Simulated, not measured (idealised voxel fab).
Process module name: voxel gate over fins
The cross-section shown here is cut; it is 255 nm wide and divided into square cells measuring 5 nm on a side.
Reading order for cross-sections: top band down to bottom band. Underlying form: a grid of square cells. Band size: one or more rows of cells. What a band's entry tells you: where the top is and where the bottom is, as heights in nm, and after that what lies inside, material by material from left to right, each with its width in nm. Empty space is written as the word "blank", and a single material marked with the word "full width" occupies the band from edge to edge. It should be noted that heights are counted from 0, beneath which the wafer as supplied is of one material throughout, and that the lowest band possesses no lower boundary but continues downward, as written in "0 and below". Width spec "30 to 40" -> top row of cells at first value, bottom row at second value, equal per-row change in between. Basically "same as before" means that step didn't change any cell in the cross-section. What "Closed cavities" gives you is every empty space of 8 cells or more that is cut off from the top. Each appears as width x height at distance, with the distance taken from the left edge and width, height and distance all in nm. Step line, after settings: the simulator's comment on this step. "overlay nm" denotes, for a step that has a mask, the displacement of the mask to the right of its planned place, with negative values corresponding to the left.

-- So here's the lineup of process steps we planned
1. RECEIVE [material Si]
2. CONFORMAL_DEP [material SiN] [thk nm 10]
3. MASKED_ETCH [tone cover] [mask id FINS] [width nm 15] [pitch nm 55] [etch materials SiN] [depth nm 10] [overlay nm 0]
4. MASKED_ETCH [tone cover] [mask id FINS] [width nm 15] [pitch nm 55] [etch materials Si] [depth nm 40] [overlay nm 0]
5. OXIDIZE [depth nm 5]
6. FILL_DEP [material SiO2] [thk nm 10]
7. CMP [height nm 10]
8. DIRECTIONAL_DEP [material aC] [thk nm 10]
9. PATTERN [tone open] [mask id RAIL] [material resist] [width nm 15] [thk nm 30] [overlay nm 0]
10. DIRECTIONAL_ETCH [etch materials aC] [depth nm 10]
11. STRIP [etch materials resist]
12. DIRECTIONAL_ETCH [etch materials SiO2] [depth nm 45]
13. STRIP [etch materials aC]
14. CONFORMAL_DEP [material TiN] [thk nm 5]
15. FILL_DEP [material W] [thk nm 10]
16. CMP [height nm 5]
17. SELECTIVE_ETCH [etch materials W Ru TiN] [depth nm 35]
18. FILL_DEP [material SiO2] [thk nm 5]
19. CMP [height nm 10]
20. SELECTIVE_ETCH [etch materials SiO2] [depth nm 25]
21. STRIP [etch materials SiN]
22. CONFORMAL_DEP [material HfO2] [thk nm 5]
23. CONFORMAL_DEP [material TiN] [thk nm 5]
24. FILL_DEP [material W] [thk nm 15]
25. CMP [height nm 20]
26. CONFORMAL_DEP [material SiCN] [thk nm 10]
The height nm used in step 16 is not the same on every wafer, whereas the starting condition is; the value printed in the plan is the first wafer's.

-- First wafer of several, as received: cross-section after step 1
	0 and below: Si full width
	Closed cavities: none

-- End of module, by wafer: material-by-material cell gain (+) or loss (-) since receipt, then closed voids
height nm 5, +75 HfO2, -423 Si, +102 SiCN, +279 SiO2, +78 TiN, +195 W, Closed cavities: none
height nm 10, +75 HfO2, -423 Si, +102 SiCN, +276 SiO2, +80 TiN, +196 W, Closed cavities: none
height nm 15, +75 HfO2, -423 Si, +102 SiCN, +273 SiO2, +82 TiN, +197 W, Closed cavities: none
height nm 20, +75 HfO2, -423 Si, +102 SiCN, +270 SiO2, +84 TiN, +198 W, Closed cavities: none
height nm 25, +77 HfO2, -423 Si, +102 SiCN, +270 SiO2, +87 TiN, +193 W, Closed cavities: none
